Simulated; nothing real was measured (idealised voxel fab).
A process module follows: voxel double patterning.
The figure presents cross-section cut, which has a width of 170 nm and is divided into square cells with an edge length of 5 nm.
Just so we're on the same page, the cross-sections are grids of square cells, and they're listed out in bands top to bottom, each band one or more rows deep. Band: top height; bottom height; in nm. Then, left to right: material with width in nm, for each material. "full width": a single material spanning edge to edge. "air": empty space. Heights from 0 (as-received wafer is one material below). Bottom band endless downward, as "0..down". It should be noted that a width expressed as "30 to 40" varies in equal increments from row to row of cells within the band, taking the value of the first number at the top row and that of the second number at the bottom row. The designation "remains unaltered", where it is given for a processing step, indicates that no cell of the cross-section was altered in the course of that step. Any empty space of 8 cells or more lacking an open way to the top shows up in "Trapped cavities" as width x height at distance, distance from the left edge, in nm. It should be noted that, on the line of a given step, the content following the step's settings is a remark produced by the simulator itself with respect to that step. The optional step-line setting "overlay nm" applies to steps with a mask and quantifies how far to the right of its planned location the mask lay, a negative value indicating leftward placement.

## These are the steps we planned for the process
1) RECEIVE | material Si
2) CONFORMAL_DEP | material SiO2 | thk nm 5
3) DIRECTIONAL_DEP | material TiN | thk nm 20
4) DIRECTIONAL_DEP | material SiN | thk nm 10
5) MASKED_ETCH | tone open | mask id FIRST | width nm 15 | pitch nm 50 | etch materials SiN | depth nm 10 | overlay nm 0
6) DIRECTIONAL_DEP | material aC | thk nm 10
7) PATTERN | tone open | mask id SECOND | material resist | width nm 15 | thk nm 30 | overlay nm 0
8) DIRECTIONAL_ETCH | etch materials aC | depth nm 10
9) STRIP | etch materials resist
10) DIRECTIONAL_ETCH | etch materials SiN | depth nm 10
11) STRIP | etch materials aC
12) DIRECTIONAL_ETCH | etch materials TiN | depth nm 20
13) STRIP | etch materials SiN

## So this is the incoming wafer in cross-section - it's already been through step 1
- 0..down: Si full width
- Trapped cavities: none

## Cross-sectional result after module completion. Note: starting condition and plan are unchanged from above; one processing mistake was made
- 25..5: TiN 50, then air 15, then TiN 5, then air 25, then TiN 5, then air 15, then TiN 55
- 5..0: SiO2 full width
- 0..down: Si full width
- Trapped cavities: none
Where did the run depart from the plan? in deviation from the planned setting, step 7 was conducted as PATTERN | tone open | mask id SECOND | material resist | width nm 25 | thk nm 30 | overlay nm 0
